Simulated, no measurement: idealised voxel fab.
process module | voxel trench capacitor
cross-section cut | 160 nm wide | cells 5 nm
A cross-section is a grid of square cells, given in bands from the top down. A band is one or more rows of cells.
Each band's line starts with the height of the band's top and of its bottom, in nm. Then come its materials from left to right, each with its width in nm. One material with "throughout" fills the band from edge to edge. "air" is empty space.
Height 0 is the level under which the wafer as received is all one material. The lowest band goes on downwards, as in "0 down".
A width such as "30 to 40" changes by the same amount from each row of cells to the next, from the band's top row to its bottom row.
"no change" after a step means that no cell of the cross-section changed.
closed voids: empty space of 8 cells or more with no open way to the top, each as width x height at its distance from the left edge, in nm
after a step's settings: what the simulator itself notes on the step
overlay nm, on a step with a mask: how far to the right of its planned place the mask lay; to the left if negative
plan
1 op RECEIVE | material Si
2 op CONFORMAL_DEP | material SiN | thk nm 5
3 op DIRECTIONAL_DEP | material aC | thk nm 15
4 op PATTERN | tone open | mask id TRENCH | material resist | width nm 20 | pitch nm 40 | thk nm 35 | overlay nm 0
5 op DIRECTIONAL_ETCH | etch materials aC | depth nm 15
6 op STRIP | etch materials resist
7 op DIRECTIONAL_ETCH | etch materials SiN | depth nm 5
8 op DIRECTIONAL_ETCH | etch materials Si | depth nm 30
9 op STRIP | etch materials aC
10 op CONFORMAL_DEP | material SiO2 | thk nm 5
11 op FILL_DEP | material polySi | thk nm 10
12 op CMP | height nm 5
as received, after step 1
  0 down: Si throughout
  closed voids: none
a wafer at the end: this start, this plan, one mistake
  20 to 10: polySi throughout
  10 to 5: SiO2 35 | polySi 10 | SiO2 30 | polySi 10 | SiO2 30 | polySi 10 | SiO2 35
  5 to 0: SiN 30 | SiO2 5 | polySi 10 | SiO2 5 | SiN 20 | SiO2 5 | polySi 10 | SiO2 5 | SiN 20 | SiO2 5 | polySi 10 | SiO2 5 | SiN 30
  0 to -25: Si 30 | SiO2 5 | polySi 10 | SiO2 5 | Si 20 | SiO2 5 | polySi 10 | SiO2 5 | Si 20 | SiO2 5 | polySi 10 | SiO2 5 | Si 30
  -25 to -30: Si 30 | SiO2 20 | Si 20 | SiO2 20 | Si 20 | SiO2 20 | Si 30
  -30 down: Si throughout
  closed voids: none
what went wrong: step 12 was left out
